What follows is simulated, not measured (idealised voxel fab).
voxel self aligned contacts: a process module
For reference, the cross-section in this document is cut, with width 225 nm and square cells of 5 nm.
Cross-section = grid of square cells, listed top down in bands; band = one or more rows. In this notation a band is specified by the heights of its top and bottom, in that order and in nm, after which its materials appear from left to right, each paired with its width in nm. The word "throughout" attached to a single material means that material fills the band from edge to edge; the word "empty" stands for empty space. Heights from 0 (as-received wafer is one material below). Bottom band endless downward, as "top 0, no bottom". Per-row width for "30->40": begins at first number (top row of band), ends at second number (bottom row), increment between rows held constant. No cell of the cross-section changed in a step that is given as "identical to before". Heads up: "Enclosed void listing" only lists the empty pockets with no open path to the top that are 8 cells or more, and it writes them as width x height at distance, distance from the left edge, in nm. Step line, after settings: the simulator's comment on this step. A step line may carry the setting "overlay nm", which, for steps involving a mask, states the distance by which the mask lay to the right of its intended position; negative values denote displacement to the left.
Here's what the planned process steps look like:
1 RECEIVE | material Si
2 OXIDIZE | depth nm 5
3 DIRECTIONAL_DEP | material polySi | thk nm 20
4 DIRECTIONAL_DEP | material SiN | thk nm 25
5 DIRECTIONAL_DEP | material aC | thk nm 10
6 PATTERN | tone cover | mask id GATE | material resist | width nm 25 | pitch nm 70 | thk nm 25 | overlay nm 0
7 DIRECTIONAL_ETCH | etch materials aC | depth nm 10
8 STRIP | etch materials resist
9 DIRECTIONAL_ETCH | etch materials SiN | depth nm 25
10 DIRECTIONAL_ETCH | etch materials polySi | depth nm 20
11 STRIP | etch materials aC
12 CONFORMAL_DEP | material SiN | thk nm 10
13 DIRECTIONAL_ETCH | etch materials SiN | depth nm 10
14 FILL_DEP | material SiO2 | thk nm 15
15 CMP | height nm 50
16 DIRECTIONAL_DEP | material aC | thk nm 10
17 PATTERN | tone open | mask id CONTACT | material resist | width nm 55 | pitch nm 70 | thk nm 30 | overlay nm 0
18 DIRECTIONAL_ETCH | etch materials aC | depth nm 10
19 STRIP | etch materials resist
20 DIRECTIONAL_ETCH | etch materials SiO2 | depth nm 55
21 STRIP | etch materials aC
22 CONFORMAL_DEP | material TiN | thk nm 5
23 FILL_DEP | material Ru | thk nm 10
24 CMP | height nm 50
25 CONFORMAL_DEP | material SiN | thk nm 5
As-received wafer cross-section (after step 1):
> top 0, no bottom = Si throughout
> Enclosed void listing: none
Module complete - cross-section of the first of two wafers, run according to plan:
> top 55, bottom 50 = SiN throughout
> top 50, bottom 45 = SiO2=50, then TiN=20, then Ru=15, then TiN=20, then SiO2=15, then TiN=20, then Ru=15, then TiN=20, then SiO2=50
> top 45, bottom 20 = SiO2=20, then SiN=45, then TiN=5, then Ru=15, then TiN=5, then SiN=45, then TiN=5, then Ru=15, then TiN=5, then SiN=45, then SiO2=20
> top 20, bottom 0 = SiO2=20, then SiN=10, then polySi=25, then SiN=10, then TiN=5, then Ru=15, then TiN=5, then SiN=10, then polySi=25, then SiN=10, then TiN=5, then Ru=15, then TiN=5, then SiN=10, then polySi=25, then SiN=10, then SiO2=20
> top 0, bottom -5 = SiO2=65, then TiN=25, then SiO2=45, then TiN=25, then SiO2=65
> top -5, no bottom = Si throughout
> Enclosed void listing: none
End of module, second wafer, cross-section. Started like the first, planned like the first, run with one mistake:
> top 55, bottom 50 = SiN throughout
> top 50, bottom 45 = SiO2=20, then SiN=45, then TiN=25, then SiN=45, then TiN=25, then SiN=45, then SiO2=20
> top 45, bottom 20 = SiN throughout
> top 20, bottom 0 = polySi throughout
> top 0, bottom -5 = SiO2 throughout
> top -5, no bottom = Si throughout
> Enclosed void listing: none
Which mistake was made when the wafer was run? step 4 of the plan was performed twice
Counted in cells at the end, the second wafer holds more or fewer of these materials than the first: Ru: 60 fewer, SiN: 69 more, SiO2: 77 fewer, TiN: 52 fewer, polySi: 120 more
